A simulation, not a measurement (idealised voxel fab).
The document below concerns the process module designated voxel tone inversion.
We display cut, a cross-section 155 nm in width whose square cells are each 5 nm.
Cross-section = grid of square cells, listed top down in bands; band = one or more rows. The entry gives the band's vertical extent as a top height and a bottom height in nm, then its horizontal make-up as materials from left to right, each with a width in nm. "empty" stands for empty space; a single material marked "everywhere" fills the band edge to edge. Counting heights begins at 0, where everything beneath is, in the wafer as received, one material. The lowest band has no bottom; it goes on downwards, as "from 0 down" shows. The width entry "30..40" should be interpreted row by row: the top row of cells in the band takes the first number, the bottom row takes the second number, and the change between adjacent rows is uniform throughout. Reading "stayed the same" for a step: not a cell of the cross-section changed in it. Empty spaces counting at least 8 cells and having no open way to the top are listed in "Completely enclosed voids". The notation width x height at distance is used for each, the distance being from the left edge and all three values in nm. It should be noted that, on the line of a given step, the content following the step's settings is a remark produced by the simulator itself with respect to that step. You can add "overlay nm" to a step's line. For a step with a mask, it describes how far the mask lay to the right of its planned position, and a negative number describes a lay to the left.

SET OUT BELOW ARE THE PLANNED STEPS OF THE PROCESS
1: RECEIVE (material Si)
2: CONFORMAL_DEP (material SiN; thk nm 5)
3: DIRECTIONAL_DEP (material polySi; thk nm 25)
4: PATTERN (tone cover; mask id POSTS; material resist; width nm 15; pitch nm 45; thk nm 30; overlay nm 0)
5: DIRECTIONAL_ETCH (etch materials polySi; depth nm 25)
6: STRIP (etch materials resist)
7: FILL_DEP (material SiO2; thk nm 10)
8: CMP (height nm 30)
9: STRIP (etch materials polySi)
10: CONFORMAL_DEP (material TiN; thk nm 5)
11: FILL_DEP (material W; thk nm 10)
12: CMP (height nm 30)
13: CONFORMAL_DEP (material SiN; thk nm 5)

FIRST WAFER, TWO IN TOTAL, RUN AS PLANNED

WAFER AT RECEIPT (POST STEP 1), CROSS-SECTION
* from 0 down = Si everywhere
* Completely enclosed voids: none

UPON COMPLETION OF STEP 2, THE WAFER APPEARS IN CROSS-SECTION AS SHOWN
* from 5 to 0 = SiN everywhere
* All layers under 0 are left as they were.

UPON COMPLETION OF STEP 3, THE WAFER APPEARS IN CROSS-SECTION AS SHOWN
* from 30 to 5 = polySi everywhere
* All layers under 5 are left as they were.

UPON COMPLETION OF STEP 4, THE WAFER APPEARS IN CROSS-SECTION AS SHOWN
* from 60 to 30 = empty=45  resist=15  empty=30  resist=15  empty=50
* All layers under 30 are left as they were.

UPON COMPLETION OF STEP 5, THE WAFER APPEARS IN CROSS-SECTION AS SHOWN
* from 60 to 30 = empty=45  resist=15  empty=30  resist=15  empty=50
* from 30 to 5 = empty=45  polySi=15  empty=30  polySi=15  empty=50
* All layers under 5 are left as they were.

UPON COMPLETION OF STEP 6, THE WAFER APPEARS IN CROSS-SECTION AS SHOWN
* from 30 to 5 = empty=45  polySi=15  empty=30  polySi=15  empty=50
* All layers under 5 are left as they were.

UPON COMPLETION OF STEP 7, THE WAFER APPEARS IN CROSS-SECTION AS SHOWN
* from 40 to 30 = SiO2 everywhere
* from 30 to 5 = SiO2=45  polySi=15  SiO2=30  polySi=15  SiO2=50
* All layers under 5 are left as they were.

UPON COMPLETION OF STEP 8, THE WAFER APPEARS IN CROSS-SECTION AS SHOWN
* from 30 to 5 = SiO2=45  polySi=15  SiO2=30  polySi=15  SiO2=50
* All layers under 5 are left as they were.

UPON COMPLETION OF STEP 9, THE WAFER APPEARS IN CROSS-SECTION AS SHOWN
* from 30 to 5 = SiO2=45  empty=15  SiO2=30  empty=15  SiO2=50
* All layers under 5 are left as they were.

UPON COMPLETION OF STEP 10, THE WAFER APPEARS IN CROSS-SECTION AS SHOWN
* from 35 to 30 = TiN=50  empty=5  TiN=40  empty=5  TiN=55
* from 30 to 10 = SiO2=45  TiN=5  empty=5  TiN=5  SiO2=30  TiN=5  empty=5  TiN=5  SiO2=50
* from 10 to 5 = SiO2=45  TiN=15  SiO2=30  TiN=15  SiO2=50
* All layers under 5 are left as they were.

UPON COMPLETION OF STEP 11, THE WAFER APPEARS IN CROSS-SECTION AS SHOWN
* from 45 to 35 = W everywhere
* from 35 to 30 = TiN=50  W=5  TiN=40  W=5  TiN=55
* from 30 to 10 = SiO2=45  TiN=5  W=5  TiN=5  SiO2=30  TiN=5  W=5  TiN=5  SiO2=50
* All layers under 10 are left as they were.

UPON COMPLETION OF STEP 12, THE WAFER APPEARS IN CROSS-SECTION AS SHOWN
* from 30 to 10 = SiO2=45  TiN=5  W=5  TiN=5  SiO2=30  TiN=5  W=5  TiN=5  SiO2=50
* All layers under 10 are left as they were.

UPON COMPLETION OF STEP 13, THE WAFER APPEARS IN CROSS-SECTION AS SHOWN
* from 35 to 30 = SiN everywhere
* All layers under 30 are left as they were.

NOW THE OTHER WAFER: SAME START, SAME RECIPE, BUT WE MESSED UP ONE THING WHEN RUNNING IT. UP TO AND INCLUDING STEP 12 IT'S THE SAME AS THE FIRST ONE

CROSS-SECTIONAL REPRESENTATION OF THE SECOND WAFER AT THE TIME DESIGNATED IN THE PLAN FOR THE COMPLETION OF STEP 13
* from 35 to 30 = polySi everywhere
* All layers under 30 are left as they were.
Diagnosis: step 13 was processed under conditions differing from the plan, specifically as CONFORMAL_DEP (material polySi; thk nm 5)
At the finish, the second wafer shows more or fewer cells for some materials than the first does: -31 SiN; +31 polySi
